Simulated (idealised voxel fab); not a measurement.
Process module name: voxel double patterning
For reference, the cross-section in this document is cut, with width 145 nm and square cells of 5 nm.
Bands, listed from the top down, are how a cross-section gets written in this document; the cross-section itself is a grid of square cells, and a band is one or more rows of them.
Top, bottom (nm), then materials left to right with widths (nm); lone material tagged "all across" fills the whole band edge to edge; "air" = empty space.
Beneath 0, the wafer as received is one material, and that level is where height counting begins. The lowest band goes on downward without a bottom; it is written like "0 down".
Quick explanation for "30..40": the width changes in equal steps down the rows of cells, from the first number in the band's top row to the second number in its bottom row.
A step reported as "no modifications" is a step in which no cell of the cross-section changed.
If an empty space has no open way to the top and is at least 8 cells in size, "Cavities, sealed" lists it, written width x height at distance, where distance is measured from the left edge and every value is in nm.
Formally, on a step line, whatever follows the settings is a remark that the simulator itself makes on the step.
Among the settings permitted on a step's line is "overlay nm"; applied to a step with a mask, it specifies the extent to which the mask lay to the right of its planned position, whereas a negative figure signifies a position to the left.

plan:
1 RECEIVE, material Si
2 CONFORMAL_DEP, material SiO2, thk nm 10
3 DIRECTIONAL_DEP, material W, thk nm 15
4 DIRECTIONAL_DEP, material SiN, thk nm 5
5 DIRECTIONAL_DEP, material aC, thk nm 15
6 PATTERN, tone open, mask id FIRST, material resist, width nm 15, pitch nm 50, thk nm 30, overlay nm 0
7 DIRECTIONAL_ETCH, etch materials aC, depth nm 15
8 STRIP, etch materials resist
9 DIRECTIONAL_ETCH, etch materials SiN, depth nm 5
10 STRIP, etch materials aC
11 DIRECTIONAL_DEP, material aC, thk nm 15
12 PATTERN, tone open, mask id SECOND, material resist, width nm 15, thk nm 30, overlay nm 0
13 DIRECTIONAL_ETCH, etch materials aC, depth nm 15
14 STRIP, etch materials resist
15 DIRECTIONAL_ETCH, etch materials SiN, depth nm 5
16 STRIP, etch materials aC
17 DIRECTIONAL_ETCH, etch materials W, depth nm 15
18 STRIP, etch materials SiN
Variable across wafers: step 6 width nm (plan value is that of the first wafer; starting state common to all).

Cut through the first of several wafers as received, post step 1:
  0 down: Si all across
  Cavities, sealed: none

Row per wafer, end-of-module: cell gain (+)/loss (-) by material since the wafer came in, then closed voids:
width nm 15; +58 SiO2; +60 W; Cavities, sealed: none
width nm 20; +58 SiO2; +54 W; Cavities, sealed: none
width nm 25; +58 SiO2; +48 W; Cavities, sealed: none
width nm 30; +58 SiO2; +42 W; Cavities, sealed: none
